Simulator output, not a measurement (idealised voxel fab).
Presented below is a process module, voxel trench capacitor.
FYI the section here is cut, 185 nm wide, cells are 5 nm squares.
This document writes a cross-section as a grid whose cells are square, and gives it as bands, listed from the top down; one or more rows of cells form a band. A band entry consists of two parts. The first gives the height of the band's top and the height of its bottom, in nm. The rest lists the band's materials from left to right, each with its width in nm. A single material labelled with the word "throughout" fills the band from edge to edge, and the word "air" marks empty space. Basically, 0 is our baseline, since under it the wafer straight out of the box is all one material. The bottom band has no lower end and keeps on going down, so it looks like "0..down". So if you see something like "30 to 40" for the width, read it as the top row of the band sitting at the first number and the bottom row at the second, with every row in between moving by the same amount as the last. It should be understood that the words "no modification", when stated for a given step, signify that the cross-section underwent no change in any of its cells during that step. The entry "Enclosed cavities" lists the empty spaces that cover at least 8 cells and have no open path to the top. Each is written as width x height at distance, where the distance is measured from the left edge and all three values are in nm. Post-settings text on a step line: simulator's own remark regarding the step. Regarding "overlay nm": on a step with a mask, it is the distance the mask lay to the right of its planned place; a negative value places it to the left.

[The following list gives the planned process steps]
| 1 | RECEIVE | material Si |
| 2 | CONFORMAL_DEP | material SiN | thk nm 5 |
| 3 | DIRECTIONAL_DEP | material aC | thk nm 15 |
| 4 | PATTERN | tone open | mask id TRENCH | material resist | width nm 25 | pitch nm 40 | thk nm 35 | overlay nm 0 |
| 5 | DIRECTIONAL_ETCH | etch materials aC | depth nm 15 |
| 6 | STRIP | etch materials resist |
| 7 | DIRECTIONAL_ETCH | etch materials SiN | depth nm 5 |
| 8 | DIRECTIONAL_ETCH | etch materials Si | depth nm 30 |
| 9 | STRIP | etch materials aC |
| 10 | CONFORMAL_DEP | material HfO2 | thk nm 5 |
| 11 | CONFORMAL_DEP | material TiN | thk nm 5 |
| 12 | FILL_DEP | material W | thk nm 10 |
| 13 | CMP | height nm 5 |

[First wafer out of two, processed as planned]

[So this is the incoming wafer in cross-section - it's already been through step 1]
> 0..down | Si throughout
> Enclosed cavities: none

[Cross-section through the wafer, step 2 finished]
> 5..0 | SiN throughout
> Below 0 it's all the same as before, nothing changed down there.

[Cross-section through the wafer, step 3 finished]
> 20..5 | aC throughout
> Below 5 it's all the same as before, nothing changed down there.

[Cross-section through the wafer, step 4 finished]
> 55..20 | 40 of resist  25 of air  15 of resist  25 of air  15 of resist  25 of air  40 of resist
> Below 20 it's all the same as before, nothing changed down there.

[Cross-section through the wafer, step 5 finished]
> 40..20 | 40 of resist  25 of air  15 of resist  25 of air  15 of resist  25 of air  40 of resist
> 20..5 | 40 of aC  25 of air  15 of aC  25 of air  15 of aC  25 of air  40 of aC
> Below 5 it's all the same as before, nothing changed down there.

[Cross-section through the wafer, step 6 finished]
> 20..5 | 40 of aC  25 of air  15 of aC  25 of air  15 of aC  25 of air  40 of aC
> Below 5 it's all the same as before, nothing changed down there.

[Cross-section through the wafer, step 7 finished]
> 20..5 | 40 of aC  25 of air  15 of aC  25 of air  15 of aC  25 of air  40 of aC
> 5..0 | 40 of SiN  25 of air  15 of SiN  25 of air  15 of SiN  25 of air  40 of SiN
> Below 0 it's all the same as before, nothing changed down there.

[Cross-section through the wafer, step 8 finished]
> 20..5 | 40 of aC  25 of air  15 of aC  25 of air  15 of aC  25 of air  40 of aC
> 5..0 | 40 of SiN  25 of air  15 of SiN  25 of air  15 of SiN  25 of air  40 of SiN
> 0..-30 | 40 of Si  25 of air  15 of Si  25 of air  15 of Si  25 of air  40 of Si
> Below -30 it's all the same as before, nothing changed down there.

[Cross-section through the wafer, step 9 finished]
> 5..0 | 40 of SiN  25 of air  15 of SiN  25 of air  15 of SiN  25 of air  40 of SiN
> Below 0 it's all the same as before, nothing changed down there.

[Cross-section through the wafer, step 10 finished]
> 10..5 | 45 of HfO2  15 of air  25 of HfO2  15 of air  25 of HfO2  15 of air  45 of HfO2
> 5..0 | 40 of SiN  5 of HfO2  15 of air  5 of HfO2  15 of SiN  5 of HfO2  15 of air  5 of HfO2  15 of SiN  5 of HfO2  15 of air  5 of HfO2  40 of SiN
> 0..-25 | 40 of Si  5 of HfO2  15 of air  5 of HfO2  15 of Si  5 of HfO2  15 of air  5 of HfO2  15 of Si  5 of HfO2  15 of air  5 of HfO2  40 of Si
> -25..-30 | 40 of Si  25 of HfO2  15 of Si  25 of HfO2  15 of Si  25 of HfO2  40 of Si
> Below -30 it's all the same as before, nothing changed down there.

[Cross-section through the wafer, step 11 finished]
> 15..10 | 50 of TiN  5 of air  35 of TiN  5 of air  35 of TiN  5 of air  50 of TiN
> 10..5 | 45 of HfO2  5 of TiN  5 of air  5 of TiN  25 of HfO2  5 of TiN  5 of air  5 of TiN  25 of HfO2  5 of TiN  5 of air  5 of TiN  45 of HfO2
> 5..0 | 40 of SiN  5 of HfO2  5 of TiN  5 of air  5 of TiN  5 of HfO2  15 of SiN  5 of HfO2  5 of TiN  5 of air  5 of TiN  5 of HfO2  15 of SiN  5 of HfO2  5 of TiN  5 of air  5 of TiN  5 of HfO2  40 of SiN
> 0..-20 | 40 of Si  5 of HfO2  5 of TiN  5 of air  5 of TiN  5 of HfO2  15 of Si  5 of HfO2  5 of TiN  5 of air  5 of TiN  5 of HfO2  15 of Si  5 of HfO2  5 of TiN  5 of air  5 of TiN  5 of HfO2  40 of Si
> -20..-25 | 40 of Si  5 of HfO2  15 of TiN  5 of HfO2  15 of Si  5 of HfO2  15 of TiN  5 of HfO2  15 of Si  5 of HfO2  15 of TiN  5 of HfO2  40 of Si
> Below -25 it's all the same as before, nothing changed down there.

[Cross-section through the wafer, step 12 finished]
> 25..15 | W throughout
> 15..10 | 50 of TiN  5 of W  35 of TiN  5 of W  35 of TiN  5 of W  50 of TiN
> 10..5 | 45 of HfO2  5 of TiN  5 of W  5 of TiN  25 of HfO2  5 of TiN  5 of W  5 of TiN  25 of HfO2  5 of TiN  5 of W  5 of TiN  45 of HfO2
> 5..0 | 40 of SiN  5 of HfO2  5 of TiN  5 of W  5 of TiN  5 of HfO2  15 of SiN  5 of HfO2  5 of TiN  5 of W  5 of TiN  5 of HfO2  15 of SiN  5 of HfO2  5 of TiN  5 of W  5 of TiN  5 of HfO2  40 of SiN
> 0..-20 | 40 of Si  5 of HfO2  5 of TiN  5 of W  5 of TiN  5 of HfO2  15 of Si  5 of HfO2  5 of TiN  5 of W  5 of TiN  5 of HfO2  15 of Si  5 of HfO2  5 of TiN  5 of W  5 of TiN  5 of HfO2  40 of Si
> Below -20 it's all the same as before, nothing changed down there.

[Cross-section through the wafer, step 13 finished]
> 5..0 | 40 of SiN  5 of HfO2  5 of TiN  5 of W  5 of TiN  5 of HfO2  15 of SiN  5 of HfO2  5 of TiN  5 of W  5 of TiN  5 of HfO2  15 of SiN  5 of HfO2  5 of TiN  5 of W  5 of TiN  5 of HfO2  40 of SiN
> Below 0 it's all the same as before, nothing changed down there.

[It is to be noted that the second wafer proceeded from the same initial state and according to the same plan as the first, although one mistake was committed in its execution; through step 10, inclusive, the two wafers share an identical history]

[Cross-section of the second wafer when, according to plan, step 11 should have finished]
> 15..10 | 50 of SiN  5 of air  35 of SiN  5 of air  35 of SiN  5 of air  50 of SiN
> 10..5 | 45 of HfO2  5 of SiN  5 of air  5 of SiN  25 of HfO2  5 of SiN  5 of air  5 of SiN  25 of HfO2  5 of SiN  5 of air  5 of SiN  45 of HfO2
> 5..0 | 40 of SiN  5 of HfO2  5 of SiN  5 of air  5 of SiN  5 of HfO2  15 of SiN  5 of HfO2  5 of SiN  5 of air  5 of SiN  5 of HfO2  15 of SiN  5 of HfO2  5 of SiN  5 of air  5 of SiN  5 of HfO2  40 of SiN
> 0..-20 | 40 of Si  5 of HfO2  5 of SiN  5 of air  5 of SiN  5 of HfO2  15 of Si  5 of HfO2  5 of SiN  5 of air  5 of SiN  5 of HfO2  15 of Si  5 of HfO2  5 of SiN  5 of air  5 of SiN  5 of HfO2  40 of Si
> -20..-25 | 40 of Si  5 of HfO2  15 of SiN  5 of HfO2  15 of Si  5 of HfO2  15 of SiN  5 of HfO2  15 of Si  5 of HfO2  15 of SiN  5 of HfO2  40 of Si
> Below -25 it's all the same as before, nothing changed down there.

[Cross-section of the second wafer when, according to plan, step 12 should have finished]
> 25..15 | W throughout
> 15..10 | 50 of SiN  5 of W  35 of SiN  5 of W  35 of SiN  5 of W  50 of SiN
> 10..5 | 45 of HfO2  5 of SiN  5 of W  5 of SiN  25 of HfO2  5 of SiN  5 of W  5 of SiN  25 of HfO2  5 of SiN  5 of W  5 of SiN  45 of HfO2
> 5..0 | 40 of SiN  5 of HfO2  5 of SiN  5 of W  5 of SiN  5 of HfO2  15 of SiN  5 of HfO2  5 of SiN  5 of W  5 of SiN  5 of HfO2  15 of SiN  5 of HfO2  5 of SiN  5 of W  5 of SiN  5 of HfO2  40 of SiN
> 0..-20 | 40 of Si  5 of HfO2  5 of SiN  5 of W  5 of SiN  5 of HfO2  15 of Si  5 of HfO2  5 of SiN  5 of W  5 of SiN  5 of HfO2  15 of Si  5 of HfO2  5 of SiN  5 of W  5 of SiN  5 of HfO2  40 of Si
> Below -20 it's all the same as before, nothing changed down there.

[Cross-section of the second wafer when, according to plan, step 13 should have finished]
> 5..0 | 40 of SiN  5 of HfO2  5 of SiN  5 of W  5 of SiN  5 of HfO2  15 of SiN  5 of HfO2  5 of SiN  5 of W  5 of SiN  5 of HfO2  15 of SiN  5 of HfO2  5 of SiN  5 of W  5 of SiN  5 of HfO2  40 of SiN
> Below 0 it's all the same as before, nothing changed down there.
Heads up, the wafer didn't run the way we planned it: so step 11 ended up running with a different setting than we planned, it ran as CONFORMAL_DEP | material SiN | thk nm 5
The final cell counts differ between the wafers, with the second having more or fewer of some materials than the first: SiN +39; TiN -39
